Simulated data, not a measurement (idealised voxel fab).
process module | voxel capacitor over wiring
cross-section cut | 225 nm wide | cells 5 nm
A cross-section is a grid of square cells, given in bands from the top down. A band is one or more rows of cells.
Each band's line starts with the height of the band's top and of its bottom, in nm. Then come its materials from left to right, each with its width in nm. One material with "throughout" fills the band from edge to edge. "air" is empty space.
Height 0 is the level under which the wafer as received is all one material. The lowest band goes on downwards, as in "0 down".
A width such as "30 to 40" changes by the same amount from each row of cells to the next, from the band's top row to its bottom row.
"no change" after a step means that no cell of the cross-section changed.
closed voids: empty space of 8 cells or more with no open way to the top, each as width x height at its distance from the left edge, in nm
after a step's settings: what the simulator itself notes on the step
overlay nm, on a step with a mask: how far to the right of its planned place the mask lay; to the left if negative
Each pair below shows a cross-section before one step and the cross-section after it, down to the lowest band that changed. The line under each pair gives the step between them, with its settings. The pairs can come from different runs of this module on the same starting wafer, so a pair continues from the pair above only where its "before" says so.
before
  95 to 75: SiO2 throughout
  75 to 70: SiO2 65 | TiN 65 | SiO2 95
  70 to 65: SiO2 65 | SiN 65 | SiO2 95
  65 to 60: SiO2 60 | TiN 75 | SiO2 90
  60 to 55: SiCN 65 | TiN 15 | SiCN 145
  55 to 40: lowk throughout
  40 to 20: SiO2 50 | TiN 5 | Cu 20 | TiN 5 | SiO2 60 | TiN 5 | Cu 20 | TiN 5 | SiO2 55
  20 to 15: SiCN 50 | TiN 30 | SiCN 60 | TiN 30 | SiCN 55
  15 to 0: SiO2 throughout
  0 down: Si throughout
  closed voids: none
after
  90 to 75: SiO2 throughout
  below 75: unchanged
  closed voids: none
the step between: op CMP | height nm 90
before: the cross-section after the pair above
after
  110 to 90: resist 75 | air 15 | resist 135
  below 90: unchanged
  closed voids: none
the step between: op PATTERN | tone open | mask id PLUG_2 | material resist | width nm 15 | thk nm 20 | overlay nm 0
before: the cross-section after the pair above
after
  110 to 90: resist 75 | air 15 | resist 135
  90 to 75: SiO2 75 | air 15 | SiO2 135
  below 75: unchanged
  closed voids: none
the step between: op DIRECTIONAL_ETCH | etch materials SiO2 | depth nm 15
before: the cross-section after the pair above
after
  90 to 75: SiO2 75 | air 15 | SiO2 135
  below 75: unchanged
  closed voids: none
the step between: op STRIP | etch materials resist
before: the cross-section after the pair above
after
  95 to 90: TiN 80 | air 5 | TiN 140
  90 to 80: SiO2 75 | TiN 5 | air 5 | TiN 5 | SiO2 135
  80 to 70: SiO2 75 to 65 | TiN 15 to 65 | SiO2 135 to 95
  below 70: unchanged
  closed voids: none
the step between: op CONFORMAL_DEP | material TiN | thk nm 5
before: the cross-section after the pair above
after
  100 to 95: Ru throughout
  95 to 90: TiN 80 | Ru 5 | TiN 140
  90 to 80: SiO2 75 | TiN 5 | Ru 5 | TiN 5 | SiO2 135
  below 80: unchanged
  closed voids: none
the step between: op FILL_DEP | material Ru | thk nm 5
before: the cross-section after the pair above
after
  90 to 80: SiO2 75 | TiN 5 | Ru 5 | TiN 5 | SiO2 135
  below 80: unchanged
  closed voids: none
the step between: op CMP | height nm 90
before: the cross-section after the pair above
after
  95 to 90: SiCN throughout
  below 90: unchanged
  closed voids: none
the step between: op CONFORMAL_DEP | material SiCN | thk nm 5
before
  70 to 65: SiN throughout
  65 to 60: TiN throughout
  60 to 45: lowk 65 | TiN 5 | Ru 5 | TiN 5 | lowk 145
  45 to 40: SiCN 65 | TiN 15 | SiCN 145
  40 to 20: SiO2 50 | TiN 5 | Cu 20 | TiN 5 | SiO2 60 | TiN 5 | Cu 20 | TiN 5 | SiO2 55
  20 to 15: SiCN 50 | TiN 30 | SiCN 60 | TiN 30 | SiCN 55
  15 to 0: SiO2 throughout
  0 down: Si throughout
  closed voids: none
after
  85 to 70: TiN throughout
  below 70: unchanged
  closed voids: none
the step between: op DIRECTIONAL_DEP | material TiN | thk nm 15
before: the cross-section after the pair above
after
  95 to 85: aC throughout
  below 85: unchanged
  closed voids: none
the step between: op DIRECTIONAL_DEP | material aC | thk nm 10
before: the cross-section after the pair above
after
  120 to 95: air 65 | resist 65 | air 95
  below 95: unchanged
  closed voids: none
the step between: op PATTERN | tone cover | mask id UPPER_PLATE | material resist | width nm 65 | thk nm 25 | overlay nm 0
before: the cross-section after the pair above
after
  110 to 95: air 65 | resist 65 | air 95
  95 to 85: air 65 | aC 65 | air 95
  below 85: unchanged
  closed voids: none
the step between: op DIRECTIONAL_ETCH | etch materials aC | depth nm 10
before: the cross-section after the pair above
after
  95 to 85: air 65 | aC 65 | air 95
  below 85: unchanged
  closed voids: none
the step between: op STRIP | etch materials resist
before: the cross-section after the pair above
after
  95 to 85: air 65 | aC 65 | air 95
  85 to 80: air 65 | TiN 65 | air 95
  below 80: unchanged
  closed voids: none
the step between: op DIRECTIONAL_ETCH | etch materials TiN | depth nm 5
before: the cross-section after the pair above
after
  85 to 80: air 65 | TiN 65 | air 95
  below 80: unchanged
  closed voids: none
the step between: op STRIP | etch materials aC
before: the cross-section after the pair above
after
  85 to 75: air 65 to 60 | TiN 65 to 75 | air 95 to 90
  below 75: unchanged
  closed voids: none
the step between: op MASKED_ETCH | tone cover | mask id LOWER_PLATE | width nm 75 | etch materials TiN | depth nm 5 | overlay nm 0
before: the cross-section after the pair above
after
  105 to 85: SiO2 throughout
  85 to 75: SiO2 65 to 60 | TiN 65 to 75 | SiO2 95 to 90
  below 75: unchanged
  closed voids: none
the step between: op FILL_DEP | material SiO2 | thk nm 20
before: the cross-section after the pair above
after
  90 to 85: SiO2 throughout
  below 85: unchanged
  closed voids: none
the step between: op CMP | height nm 90
before: the cross-section after the pair above
after
  110 to 90: resist 75 | air 15 | resist 135
  below 90: unchanged
  closed voids: none
the step between: op PATTERN | tone open | mask id PLUG_2 | material resist | width nm 15 | thk nm 20 | overlay nm 0
before: the cross-section after the pair above
after
  110 to 90: resist 75 | air 15 | resist 135
  90 to 85: SiO2 75 | air 15 | SiO2 135
  below 85: unchanged
  closed voids: none
the step between: op DIRECTIONAL_ETCH | etch materials SiO2 | depth nm 15
before: the cross-section after the pair above
after
  90 to 85: SiO2 75 | air 15 | SiO2 135
  below 85: unchanged
  closed voids: none
the step between: op STRIP | etch materials resist
before: the cross-section after the pair above
after
  95 to 90: TiN 80 | air 5 | TiN 140
  90 to 80: SiO2 75 to 65 | TiN 15 to 65 | SiO2 135 to 95
  below 80: unchanged
  closed voids: none
the step between: op CONFORMAL_DEP | material TiN | thk nm 5
before: the cross-section after the pair above
after
  100 to 95: Ru throughout
  95 to 90: TiN 80 | Ru 5 | TiN 140
  below 90: unchanged
  closed voids: none
the step between: op FILL_DEP | material Ru | thk nm 5
before: the cross-section after the pair above
after
  90 to 80: SiO2 75 to 65 | TiN 15 to 65 | SiO2 135 to 95
  below 80: unchanged
  closed voids: none
the step between: op CMP | height nm 90
before: the cross-section after the pair above
after
  95 to 90: SiCN throughout
  below 90: unchanged
  closed voids: none
the step between: op CONFORMAL_DEP | material SiCN | thk nm 5
before
  40 to 20: SiO2 50 | air 30 | SiO2 60 | air 30 | SiO2 55
  20 to 15: SiCN throughout
  15 to 0: SiO2 throughout
  0 down: Si throughout
  closed voids: none
after
  40 to 20: SiO2 50 | air 30 | SiO2 60 | air 30 | SiO2 55
  20 to 15: SiCN 55 | air 20 | SiCN 70 | air 20 | SiCN 60
  below 15: unchanged
  closed voids: none
the step between: op MASKED_ETCH | tone open | mask id METAL_1 | width nm 20 | pitch nm 90 | etch materials SiCN | depth nm 5 | overlay nm 0
before: the cross-section after the pair above
after
  45 to 40: TiN 55 | air 20 | TiN 70 | air 20 | TiN 60
  40 to 25: SiO2 50 | TiN 5 | air 20 | TiN 5 | SiO2 60 | TiN 5 | air 20 | TiN 5 | SiO2 55
  25 to 20: SiO2 50 | TiN 10 | air 10 | TiN 10 | SiO2 60 | TiN 10 | air 10 | TiN 10 | SiO2 55
  20 to 15: SiCN 55 | TiN 20 | SiCN 70 | TiN 20 | SiCN 60
  below 15: unchanged
  closed voids: none
the step between: op CONFORMAL_DEP | material TiN | thk nm 5
before: the cross-section after the pair above
after
  55 to 45: Cu throughout
  45 to 40: TiN 55 | Cu 20 | TiN 70 | Cu 20 | TiN 60
  40 to 25: SiO2 50 | TiN 5 | Cu 20 | TiN 5 | SiO2 60 | TiN 5 | Cu 20 | TiN 5 | SiO2 55
  25 to 20: SiO2 50 | TiN 10 | Cu 10 | TiN 10 | SiO2 60 | TiN 10 | Cu 10 | TiN 10 | SiO2 55
  below 20: unchanged
  closed voids: none
the step between: op FILL_DEP | material Cu | thk nm 10
before: the cross-section after the pair above
after
  40 to 25: SiO2 50 | TiN 5 | Cu 20 | TiN 5 | SiO2 60 | TiN 5 | Cu 20 | TiN 5 | SiO2 55
  below 25: unchanged
  closed voids: none
the step between: op CMP | height nm 40
before: the cross-section after the pair above
after
  45 to 40: SiCN throughout
  below 40: unchanged
  closed voids: none
the step between: op CONFORMAL_DEP | material SiCN | thk nm 5
before: the cross-section after the pair above
after
  60 to 45: lowk throughout
  below 45: unchanged
  closed voids: none
the step between: op DIRECTIONAL_DEP | material lowk | thk nm 15
before: the cross-section after the pair above
after
  70 to 60: aC throughout
  below 60: unchanged
  closed voids: none
the step between: op DIRECTIONAL_DEP | material aC | thk nm 10
before: the cross-section after the pair above
after
  100 to 70: resist 65 | air 15 | resist 145
  below 70: unchanged
  closed voids: none
the step between: op PATTERN | tone open | mask id PLUG_1 | material resist | width nm 15 | thk nm 30 | overlay nm 0
before: the cross-section after the pair above
after
  90 to 70: resist 65 | air 15 | resist 145
  70 to 60: aC 65 | air 15 | aC 145
  below 60: unchanged
  closed voids: none
the step between: op DIRECTIONAL_ETCH | etch materials aC | depth nm 10
before: the cross-section after the pair above
after
  70 to 60: aC 65 | air 15 | aC 145
  below 60: unchanged
  closed voids: none
the step between: op STRIP | etch materials resist
before: the cross-section after the pair above
after
  70 to 60: aC 65 | air 15 | aC 145
  60 to 45: lowk 65 | air 15 | lowk 145
  below 45: unchanged
  closed voids: none
the step between: op DIRECTIONAL_ETCH | etch materials lowk | depth nm 15
before: the cross-section after the pair above
after
  70 to 60: aC 65 | air 15 | aC 145
  60 to 45: lowk 65 | air 15 | lowk 145
  45 to 40: SiCN 65 | air 15 | SiCN 145
  below 40: unchanged
  closed voids: none
the step between: op DIRECTIONAL_ETCH | etch materials SiCN | depth nm 5
before: the cross-section after the pair above
after
  60 to 45: lowk 65 | air 15 | lowk 145
  below 45: unchanged
  closed voids: none
the step between: op STRIP | etch materials aC
before: the cross-section after the pair above
after
  65 to 60: TiN 70 | air 5 | TiN 150
  60 to 45: lowk 65 | TiN 5 | air 5 | TiN 5 | lowk 145
  45 to 40: SiCN 65 | TiN 15 | SiCN 145
  below 40: unchanged
  closed voids: none
the step between: op CONFORMAL_DEP | material TiN | thk nm 5
before: the cross-section after the pair above
after
  70 to 65: Ru throughout
  65 to 60: TiN 70 | Ru 5 | TiN 150
  60 to 45: lowk 65 | TiN 5 | Ru 5 | TiN 5 | lowk 145
  below 45: unchanged
  closed voids: none
the step between: op FILL_DEP | material Ru | thk nm 5
before: the cross-section after the pair above
after
  60 to 45: lowk 65 | TiN 5 | Ru 5 | TiN 5 | lowk 145
  below 45: unchanged
  closed voids: none
the step between: op CMP | height nm 60
before: the cross-section after the pair above
after
  65 to 60: TiN throughout
  below 60: unchanged
  closed voids: none
the step between: op DIRECTIONAL_DEP | material TiN | thk nm 5
before: the cross-section after the pair above
after
  70 to 65: SiN throughout
  below 65: unchanged
  closed voids: none
the step between: op DIRECTIONAL_DEP | material SiN | thk nm 5
before: the cross-section after the pair above
after
  75 to 70: TiN throughout
  below 70: unchanged
  closed voids: none
the step between: op DIRECTIONAL_DEP | material TiN | thk nm 5
before: the cross-section after the pair above
after
  85 to 75: aC throughout
  below 75: unchanged
  closed voids: none
the step between: op DIRECTIONAL_DEP | material aC | thk nm 10
before: the cross-section after the pair above
after
  110 to 85: air 65 | resist 65 | air 95
  below 85: unchanged
  closed voids: none
the step between: op PATTERN | tone cover | mask id UPPER_PLATE | material resist | width nm 65 | thk nm 25 | overlay nm 0
before: the cross-section after the pair above
after
  100 to 85: air 65 | resist 65 | air 95
  85 to 75: air 65 | aC 65 | air 95
  below 75: unchanged
  closed voids: none
the step between: op DIRECTIONAL_ETCH | etch materials aC | depth nm 10
before: the cross-section after the pair above
after
  85 to 75: air 65 | aC 65 | air 95
  below 75: unchanged
  closed voids: none
the step between: op STRIP | etch materials resist
before: the cross-section after the pair above
after
  85 to 75: air 65 | aC 65 | air 95
  75 to 70: air 65 | TiN 65 | air 95
  below 70: unchanged
  closed voids: none
the step between: op DIRECTIONAL_ETCH | etch materials TiN | depth nm 5
before: the cross-section after the pair above
after
  85 to 75: air 65 | aC 65 | air 95
  75 to 70: air 65 | TiN 65 | air 95
  70 to 65: air 65 | SiN 65 | air 95
  below 65: unchanged
  closed voids: none
the step between: op DIRECTIONAL_ETCH | etch materials SiN | depth nm 5
before: the cross-section after the pair above
after
  75 to 70: air 65 | TiN 65 | air 95
  below 70: unchanged
  closed voids: none
the step between: op STRIP | etch materials aC
before: the cross-section after the pair above
after
  75 to 70: air 65 | TiN 65 | air 95
  70 to 65: air 65 | SiN 65 | air 95
  65 to 60: air 60 | TiN 75 | air 90
  below 60: unchanged
  closed voids: none
the step between: op MASKED_ETCH | tone cover | mask id LOWER_PLATE | width nm 75 | etch materials TiN | depth nm 5 | overlay nm 0
before: the cross-section after the pair above
after
  95 to 75: SiO2 throughout
  75 to 70: SiO2 65 | TiN 65 | SiO2 95
  70 to 65: SiO2 65 | SiN 65 | SiO2 95
  65 to 60: SiO2 60 | TiN 75 | SiO2 90
  below 60: unchanged
  closed voids: none
the step between: op FILL_DEP | material SiO2 | thk nm 20
before: the cross-section after the pair above
after
  90 to 75: SiO2 throughout
  below 75: unchanged
  closed voids: none
the step between: op CMP | height nm 90
before: the cross-section after the pair above
after
  110 to 90: resist 75 | air 15 | resist 135
  below 90: unchanged
  closed voids: none
the step between: op PATTERN | tone open | mask id PLUG_2 | material resist | width nm 15 | thk nm 20 | overlay nm 0
before: the cross-section after the pair above
after
  110 to 90: resist 75 | air 15 | resist 135
  90 to 75: SiO2 75 | air 15 | SiO2 135
  below 75: unchanged
  closed voids: none
the step between: op DIRECTIONAL_ETCH | etch materials SiO2 | depth nm 15
before: the cross-section after the pair above
after
  90 to 75: SiO2 75 | air 15 | SiO2 135
  below 75: unchanged
  closed voids: none
the step between: op STRIP | etch materials resist
before: the cross-section after the pair above
after
  95 to 90: TiN 80 | air 5 | TiN 140
  90 to 80: SiO2 75 | TiN 5 | air 5 | TiN 5 | SiO2 135
  80 to 70: SiO2 75 to 65 | TiN 15 to 65 | SiO2 135 to 95
  below 70: unchanged
  closed voids: none
the step between: op CONFORMAL_DEP | material TiN | thk nm 5
before: the cross-section after the pair above
after
  100 to 95: Ru throughout
  95 to 90: TiN 80 | Ru 5 | TiN 140
  90 to 80: SiO2 75 | TiN 5 | Ru 5 | TiN 5 | SiO2 135
  below 80: unchanged
  closed voids: none
the step between: op FILL_DEP | material Ru | thk nm 5
before: the cross-section after the pair above
after
  90 to 80: SiO2 75 | TiN 5 | Ru 5 | TiN 5 | SiO2 135
  below 80: unchanged
  closed voids: none
the step between: op CMP | height nm 90
before: the cross-section after the pair above
after
  95 to 90: SiCN throughout
  below 90: unchanged
  closed voids: none
the step between: op CONFORMAL_DEP | material SiCN | thk nm 5
before
  90 to 75: SiO2 throughout
  75 to 70: SiO2 65 | TiN 65 | SiO2 95
  70 to 65: SiO2 65 | SiN 65 | SiO2 95
  65 to 60: SiO2 60 | TiN 75 | SiO2 90
  60 to 45: lowk 65 | TiN 5 | Ru 5 | TiN 5 | lowk 145
  45 to 40: SiCN 65 | TiN 15 | SiCN 145
  40 to 20: SiO2 50 | TiN 5 | Cu 20 | TiN 5 | SiO2 60 | TiN 5 | Cu 20 | TiN 5 | SiO2 55
  20 to 15: SiCN 50 | TiN 30 | SiCN 60 | TiN 30 | SiCN 55
  15 to 0: SiO2 throughout
  0 down: Si throughout
  closed voids: none
after
  110 to 90: resist 85 | air 15 | resist 125
  below 90: unchanged
  closed voids: none
the step between: op PATTERN | tone open | mask id PLUG_2 | material resist | width nm 15 | thk nm 20 | overlay nm 10
before: the cross-section after the pair above
after
  110 to 90: resist 85 | air 15 | resist 125
  90 to 75: SiO2 85 | air 15 | SiO2 125
  below 75: unchanged
  closed voids: none
the step between: op DIRECTIONAL_ETCH | etch materials SiO2 | depth nm 15
before: the cross-section after the pair above
after
  90 to 75: SiO2 85 | air 15 | SiO2 125
  below 75: unchanged
  closed voids: none
the step between: op STRIP | etch materials resist
before: the cross-section after the pair above
after
  95 to 90: TiN 90 | air 5 | TiN 130
  90 to 80: SiO2 85 | TiN 5 | air 5 | TiN 5 | SiO2 125
  80 to 70: SiO2 85 to 65 | TiN 15 to 65 | SiO2 125 to 95
  below 70: unchanged
  closed voids: none
the step between: op CONFORMAL_DEP | material TiN | thk nm 5
before: the cross-section after the pair above
after
  100 to 95: Ru throughout
  95 to 90: TiN 90 | Ru 5 | TiN 130
  90 to 80: SiO2 85 | TiN 5 | Ru 5 | TiN 5 | SiO2 125
  below 80: unchanged
  closed voids: none
the step between: op FILL_DEP | material Ru | thk nm 5
before: the cross-section after the pair above
after
  90 to 80: SiO2 85 | TiN 5 | Ru 5 | TiN 5 | SiO2 125
  below 80: unchanged
  closed voids: none
the step between: op CMP | height nm 90
before: the cross-section after the pair above
after
  95 to 90: SiCN throughout
  below 90: unchanged
  closed voids: none
the step between: op CONFORMAL_DEP | material SiCN | thk nm 5
before
  20 to 15: SiCN throughout
  15 to 0: SiO2 throughout
  0 down: Si throughout
  closed voids: none
after
  40 to 20: lowk throughout
  below 20: unchanged
  closed voids: none
the step between: op DIRECTIONAL_DEP | material lowk | thk nm 20
before: the cross-section after the pair above
after
  45 to 40: TiN throughout
  below 40: unchanged
  closed voids: none
the step between: op CONFORMAL_DEP | material TiN | thk nm 5
before: the cross-section after the pair above
after
  55 to 45: Cu throughout
  below 45: unchanged
  closed voids: none
the step between: op FILL_DEP | material Cu | thk nm 10
before: the cross-section after the pair above
after
  40 to 20: lowk throughout
  below 20: unchanged
  closed voids: none
the step between: op CMP | height nm 40
before: the cross-section after the pair above
after
  45 to 40: SiCN throughout
  below 40: unchanged
  closed voids: none
the step between: op CONFORMAL_DEP | material SiCN | thk nm 5
before: the cross-section after the pair above
after
  60 to 45: lowk throughout
  below 45: unchanged
  closed voids: none
the step between: op DIRECTIONAL_DEP | material lowk | thk nm 15
before: the cross-section after the pair above
after
  70 to 60: aC throughout
  below 60: unchanged
  closed voids: none
the step between: op DIRECTIONAL_DEP | material aC | thk nm 10
before: the cross-section after the pair above
after
  100 to 70: resist 65 | air 15 | resist 145
  below 70: unchanged
  closed voids: none
the step between: op PATTERN | tone open | mask id PLUG_1 | material resist | width nm 15 | thk nm 30 | overlay nm 0
before: the cross-section after the pair above
after
  90 to 70: resist 65 | air 15 | resist 145
  70 to 60: aC 65 | air 15 | aC 145
  below 60: unchanged
  closed voids: none
the step between: op DIRECTIONAL_ETCH | etch materials aC | depth nm 10
before: the cross-section after the pair above
after
  70 to 60: aC 65 | air 15 | aC 145
  below 60: unchanged
  closed voids: none
the step between: op STRIP | etch materials resist
before: the cross-section after the pair above
after
  70 to 60: aC 65 | air 15 | aC 145
  60 to 45: lowk 65 | air 15 | lowk 145
  below 45: unchanged
  closed voids: none
the step between: op DIRECTIONAL_ETCH | etch materials lowk | depth nm 15
before: the cross-section after the pair above
after
  70 to 60: aC 65 | air 15 | aC 145
  60 to 45: lowk 65 | air 15 | lowk 145
  45 to 40: SiCN 65 | air 15 | SiCN 145
  below 40: unchanged
  closed voids: none
the step between: op DIRECTIONAL_ETCH | etch materials SiCN | depth nm 5
before: the cross-section after the pair above
after
  60 to 45: lowk 65 | air 15 | lowk 145
  below 45: unchanged
  closed voids: none
the step between: op STRIP | etch materials aC
before: the cross-section after the pair above
after
  65 to 60: TiN 70 | air 5 | TiN 150
  60 to 45: lowk 65 | TiN 5 | air 5 | TiN 5 | lowk 145
  45 to 40: SiCN 65 | TiN 15 | SiCN 145
  below 40: unchanged
  closed voids: none
the step between: op CONFORMAL_DEP | material TiN | thk nm 5
before: the cross-section after the pair above
after
  70 to 65: Ru throughout
  65 to 60: TiN 70 | Ru 5 | TiN 150
  60 to 45: lowk 65 | TiN 5 | Ru 5 | TiN 5 | lowk 145
  below 45: unchanged
  closed voids: none
the step between: op FILL_DEP | material Ru | thk nm 5
before: the cross-section after the pair above
after
  60 to 45: lowk 65 | TiN 5 | Ru 5 | TiN 5 | lowk 145
  below 45: unchanged
  closed voids: none
the step between: op CMP | height nm 60
before: the cross-section after the pair above
after
  65 to 60: TiN throughout
  below 60: unchanged
  closed voids: none
the step between: op DIRECTIONAL_DEP | material TiN | thk nm 5
before: the cross-section after the pair above
after
  70 to 65: SiN throughout
  below 65: unchanged
  closed voids: none
the step between: op DIRECTIONAL_DEP | material SiN | thk nm 5
before: the cross-section after the pair above
after
  75 to 70: TiN throughout
  below 70: unchanged
  closed voids: none
the step between: op DIRECTIONAL_DEP | material TiN | thk nm 5
before: the cross-section after the pair above
after
  85 to 75: aC throughout
  below 75: unchanged
  closed voids: none
the step between: op DIRECTIONAL_DEP | material aC | thk nm 10
before: the cross-section after the pair above
after
  110 to 85: air 65 | resist 65 | air 95
  below 85: unchanged
  closed voids: none
the step between: op PATTERN | tone cover | mask id UPPER_PLATE | material resist | width nm 65 | thk nm 25 | overlay nm 0
before: the cross-section after the pair above
after
  100 to 85: air 65 | resist 65 | air 95
  85 to 75: air 65 | aC 65 | air 95
  below 75: unchanged
  closed voids: none
the step between: op DIRECTIONAL_ETCH | etch materials aC | depth nm 10
before: the cross-section after the pair above
after
  85 to 75: air 65 | aC 65 | air 95
  below 75: unchanged
  closed voids: none
the step between: op STRIP | etch materials resist
before: the cross-section after the pair above
after
  85 to 75: air 65 | aC 65 | air 95
  75 to 70: air 65 | TiN 65 | air 95
  below 70: unchanged
  closed voids: none
the step between: op DIRECTIONAL_ETCH | etch materials TiN | depth nm 5
before: the cross-section after the pair above
after
  85 to 75: air 65 | aC 65 | air 95
  75 to 70: air 65 | TiN 65 | air 95
  70 to 65: air 65 | SiN 65 | air 95
  below 65: unchanged
  closed voids: none
the step between: op DIRECTIONAL_ETCH | etch materials SiN | depth nm 5
before: the cross-section after the pair above
after
  75 to 70: air 65 | TiN 65 | air 95
  below 70: unchanged
  closed voids: none
the step between: op STRIP | etch materials aC
before: the cross-section after the pair above
after
  75 to 70: air 65 | TiN 65 | air 95
  70 to 65: air 65 | SiN 65 | air 95
  65 to 60: air 60 | TiN 75 | air 90
  below 60: unchanged
  closed voids: none
the step between: op MASKED_ETCH | tone cover | mask id LOWER_PLATE | width nm 75 | etch materials TiN | depth nm 5 | overlay nm 0
before: the cross-section after the pair above
after
  95 to 75: SiO2 throughout
  75 to 70: SiO2 65 | TiN 65 | SiO2 95
  70 to 65: SiO2 65 | SiN 65 | SiO2 95
  65 to 60: SiO2 60 | TiN 75 | SiO2 90
  below 60: unchanged
  closed voids: none
the step between: op FILL_DEP | material SiO2 | thk nm 20
before: the cross-section after the pair above
after
  90 to 75: SiO2 throughout
  below 75: unchanged
  closed voids: none
the step between: op CMP | height nm 90
before: the cross-section after the pair above
after
  110 to 90: resist 75 | air 15 | resist 135
  below 90: unchanged
  closed voids: none
the step between: op PATTERN | tone open | mask id PLUG_2 | material resist | width nm 15 | thk nm 20 | overlay nm 0
before: the cross-section after the pair above
after
  110 to 90: resist 75 | air 15 | resist 135
  90 to 75: SiO2 75 | air 15 | SiO2 135
  below 75: unchanged
  closed voids: none
the step between: op DIRECTIONAL_ETCH | etch materials SiO2 | depth nm 15
before: the cross-section after the pair above
after
  90 to 75: SiO2 75 | air 15 | SiO2 135
  below 75: unchanged
  closed voids: none
the step between: op STRIP | etch materials resist
before: the cross-section after the pair above
after
  95 to 90: TiN 80 | air 5 | TiN 140
  90 to 80: SiO2 75 | TiN 5 | air 5 | TiN 5 | SiO2 135
  80 to 70: SiO2 75 to 65 | TiN 15 to 65 | SiO2 135 to 95
  below 70: unchanged
  closed voids: none
the step between: op CONFORMAL_DEP | material TiN | thk nm 5
before: the cross-section after the pair above
after
  100 to 95: Ru throughout
  95 to 90: TiN 80 | Ru 5 | TiN 140
  90 to 80: SiO2 75 | TiN 5 | Ru 5 | TiN 5 | SiO2 135
  below 80: unchanged
  closed voids: none
the step between: op FILL_DEP | material Ru | thk nm 5
before: the cross-section after the pair above
after
  90 to 80: SiO2 75 | TiN 5 | Ru 5 | TiN 5 | SiO2 135
  below 80: unchanged
  closed voids: none
the step between: op CMP | height nm 90
before: the cross-section after the pair above
after
  95 to 90: SiCN throughout
  below 90: unchanged
  closed voids: none
the step between: op CONFORMAL_DEP | material SiCN | thk nm 5
before
  85 to 75: aC throughout
  75 to 70: TiN throughout
  70 to 65: SiN throughout
  65 to 60: TiN throughout
  60 to 45: lowk 65 | TiN 5 | Ru 5 | TiN 5 | lowk 145
  45 to 40: SiCN 65 | TiN 15 | SiCN 145
  40 to 20: SiO2 50 | TiN 5 | Cu 20 | TiN 5 | SiO2 60 | TiN 5 | Cu 20 | TiN 5 | SiO2 55
  20 to 15: SiCN 50 | TiN 30 | SiCN 60 | TiN 30 | SiCN 55
  15 to 0: SiO2 throughout
  0 down: Si throughout
  closed voids: none
after
  110 to 85: resist 65 | air 65 | resist 95
  below 85: unchanged
  closed voids: none
the step between: op PATTERN | tone open | mask id UPPER_PLATE | material resist | width nm 65 | thk nm 25 | overlay nm 0
before: the cross-section after the pair above
after
  100 to 85: resist 65 | air 65 | resist 95
  85 to 75: aC 65 | air 65 | aC 95
  below 75: unchanged
  closed voids: none
the step between: op DIRECTIONAL_ETCH | etch materials aC | depth nm 10
before: the cross-section after the pair above
after
  85 to 75: aC 65 | air 65 | aC 95
  below 75: unchanged
  closed voids: none
the step between: op STRIP | etch materials resist
before: the cross-section after the pair above
after
  85 to 75: aC 65 | air 65 | aC 95
  75 to 70: TiN 65 | air 65 | TiN 95
  below 70: unchanged
  closed voids: none
the step between: op DIRECTIONAL_ETCH | etch materials TiN | depth nm 5
before: the cross-section after the pair above
after
  85 to 75: aC 65 | air 65 | aC 95
  75 to 70: TiN 65 | air 65 | TiN 95
  70 to 65: SiN 65 | air 65 | SiN 95
  below 65: unchanged
  closed voids: none
the step between: op DIRECTIONAL_ETCH | etch materials SiN | depth nm 5
before: the cross-section after the pair above
after
  75 to 70: TiN 65 | air 65 | TiN 95
  below 70: unchanged
  closed voids: none
the step between: op STRIP | etch materials aC
before: the cross-section after the pair above
after
  75 to 70: air 60 | TiN 5 | air 65 | TiN 5 | air 90
  below 70: unchanged
  closed voids: none
the step between: op MASKED_ETCH | tone cover | mask id LOWER_PLATE | width nm 75 | etch materials TiN | depth nm 5 | overlay nm 0
before: the cross-section after the pair above
after
  95 to 75: SiO2 throughout
  75 to 70: SiO2 60 | TiN 5 | SiO2 65 | TiN 5 | SiO2 90
  70 to 65: SiN 65 | SiO2 65 | SiN 95
  below 65: unchanged
  closed voids: none
the step between: op FILL_DEP | material SiO2 | thk nm 20
before: the cross-section after the pair above
after
  90 to 75: SiO2 throughout
  below 75: unchanged
  closed voids: none
the step between: op CMP | height nm 90
before: the cross-section after the pair above
after
  110 to 90: resist 75 | air 15 | resist 135
  below 90: unchanged
  closed voids: none
the step between: op PATTERN | tone open | mask id PLUG_2 | material resist | width nm 15 | thk nm 20 | overlay nm 0
before: the cross-section after the pair above
after
  110 to 90: resist 75 | air 15 | resist 135
  90 to 75: SiO2 75 | air 15 | SiO2 135
  below 75: unchanged
  closed voids: none
the step between: op DIRECTIONAL_ETCH | etch materials SiO2 | depth nm 15
before: the cross-section after the pair above
after
  90 to 75: SiO2 75 | air 15 | SiO2 135
  below 75: unchanged
  closed voids: none
the step between: op STRIP | etch materials resist
before: the cross-section after the pair above
after
  95 to 90: TiN 80 | air 5 | TiN 140
  90 to 80: SiO2 75 | TiN 5 | air 5 | TiN 5 | SiO2 135
  80 to 75: SiO2 75 | TiN 15 | SiO2 135
  below 75: unchanged
  closed voids: none
the step between: op CONFORMAL_DEP | material TiN | thk nm 5
before: the cross-section after the pair above
after
  100 to 95: Ru throughout
  95 to 90: TiN 80 | Ru 5 | TiN 140
  90 to 80: SiO2 75 | TiN 5 | Ru 5 | TiN 5 | SiO2 135
  below 80: unchanged
  closed voids: none
the step between: op FILL_DEP | material Ru | thk nm 5
before: the cross-section after the pair above
after
  90 to 80: SiO2 75 | TiN 5 | Ru 5 | TiN 5 | SiO2 135
  below 80: unchanged
  closed voids: none
the step between: op CMP | height nm 90
before: the cross-section after the pair above
after
  95 to 90: SiCN throughout
  below 90: unchanged
  closed voids: none
the step between: op CONFORMAL_DEP | material SiCN | thk nm 5
